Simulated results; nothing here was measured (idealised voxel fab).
Proc. module: voxel ribs on slabs
Square cell edge 5 nm, section width 255 nm, ID cut.
Each cross-section below is a grid of square cells, stated as bands in top-down order, with one or more rows of cells making up each band.
Read a band's entry like this: the first values are the height of its top and the height of its bottom in nm, and what follows is the sequence of materials from left to right, each with its width in nm. Note that "air" is empty space, and that a single material marked "full width" reaches across the band from edge to edge.
Heights are expressed relative to 0, this being the level below which the as-received wafer comprises one material exclusively. The lowest band is unbounded in the downward direction and is denoted as in "0 and below".
A two-number width, for instance "30..40", indicates that the width is equal to the first number in the top row of the band and to the second number in the bottom row, and that it changes by a constant amount per row of cells.
What does "all unchanged" mean for a step? It means no cell of the cross-section changed in that step.
Enclosed voids: empty space of 8 cells or more with no open way to the top, each as width x height at its distance from the left edge, in nm
On a step's line, text after the settings is the simulator commenting on that step.
The setting "overlay nm" may be written on the line of a step. When the step uses a mask, the value reports how far to the right of the planned place the mask lay, and a negative value reports that it lay to the left.
Below is the list of planned process steps
1 RECEIVE: material Si
2 DIRECTIONAL_DEP: material SiO2, thk nm 25
3 DIRECTIONAL_DEP: material polySi, thk nm 15
4 MASKED_ETCH: tone cover, mask id RIB, width nm 30, etch materials polySi, depth nm 5, overlay nm 0
5 DIRECTIONAL_DEP: material aC, thk nm 10
6 PATTERN: tone cover, mask id SLAB, material resist, width nm 70, thk nm 30, overlay nm 0
7 DIRECTIONAL_ETCH: etch materials aC, depth nm 10
8 STRIP: etch materials resist
9 DIRECTIONAL_ETCH: etch materials polySi, depth nm 10
10 STRIP: etch materials aC
11 FILL_DEP: material SiO2, thk nm 30
12 CMP: height nm 60
13 DIRECTIONAL_DEP: material TiN, thk nm 10
14 MASKED_ETCH: tone cover, mask id HEATER, width nm 40, etch materials TiN, depth nm 10, overlay nm -15
15 CONFORMAL_DEP: material SiO2, thk nm 5
The plan shows the overlay nm of step 14 as the first wafer had it; this setting differs between the wafers, which start out alike.
This is how the first of several wafers looked in cross-section when it arrived, which is after step 1
    0 and below | Si full width
    Enclosed voids: none
Below, a row for every wafer. Read it as the end-of-module picture: for each material the wafer shows its cells gained (+) or lost (-) since it was received, and then its closed voids
overlay nm -15 | +633 SiO2 | +16 TiN | +34 polySi | Enclosed voids: none
overlay nm -10 | +633 SiO2 | +16 TiN | +34 polySi | Enclosed voids: none
overlay nm -5 | +633 SiO2 | +16 TiN | +34 polySi | Enclosed voids: none
overlay nm 0 | +633 SiO2 | +16 TiN | +34 polySi | Enclosed voids: none
overlay nm 5 | +633 SiO2 | +16 TiN | +34 polySi | Enclosed voids: none
overlay nm 10 | +633 SiO2 | +16 TiN | +34 polySi | Enclosed voids: none
overlay nm 15 | +633 SiO2 | +16 TiN | +34 polySi | Enclosed voids: none
